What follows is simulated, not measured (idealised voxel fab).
process module | voxel spacer lines
cross-section cut | 295 nm wide | cells 5 nm
A cross-section is a grid of square cells, given in bands from the top down. A band is one or more rows of cells.
Each band's line starts with the height of the band's top and of its bottom, in nm. Then come its materials from left to right, each with its width in nm. One material with "throughout" fills the band from edge to edge. "air" is empty space.
Height 0 is the level under which the wafer as received is all one material. The lowest band goes on downwards, as in "0 down".
A width such as "30 to 40" changes by the same amount from each row of cells to the next, from the band's top row to its bottom row.
"no change" after a step means that no cell of the cross-section changed.
closed voids: empty space of 8 cells or more with no open way to the top, each as width x height at its distance from the left edge, in nm
after a step's settings: what the simulator itself notes on the step
overlay nm, on a step with a mask: how far to the right of its planned place the mask lay; to the left if negative
plan
1 op RECEIVE | material Si
2 op CONFORMAL_DEP | material SiO2 | thk nm 5
3 op DIRECTIONAL_DEP | material W | thk nm 15
4 op DIRECTIONAL_DEP | material polySi | thk nm 20
5 op PATTERN | tone cover | mask id MANDREL | material resist | width nm 15 | pitch nm 60 | thk nm 25 | overlay nm 0
6 op DIRECTIONAL_ETCH | etch materials polySi | depth nm 20
7 op STRIP | etch materials resist
8 op CONFORMAL_DEP | material SiN | thk nm 15
9 op DIRECTIONAL_ETCH | etch materials SiN | depth nm 15
10 op STRIP | etch materials polySi
11 op DIRECTIONAL_ETCH | etch materials W | depth nm 15
12 op STRIP | etch materials SiN
as received, after step 1
  0 down: Si throughout
  closed voids: none
first wafer at the end, as planned
  20 to 5: air 65 | W 15 | air 15 | W 15 | air 15 | W 15 | air 15 | W 15 | air 15 | W 15 | air 15 | W 15 | air 65
  5 to 0: SiO2 throughout
  0 down: Si throughout
  closed voids: none
second wafer at the end: like start, like plan, one mistake
  35 to 20: air 65 | W 15 | air 15 | W 15 | air 15 | W 15 | air 15 | W 15 | air 15 | W 15 | air 15 | W 15 | air 65
  20 to 5: W throughout
  5 to 0: SiO2 throughout
  0 down: Si throughout
  closed voids: none
what went wrong: step 3 was run twice
at the end the second wafer has, in cells: 177 more of W
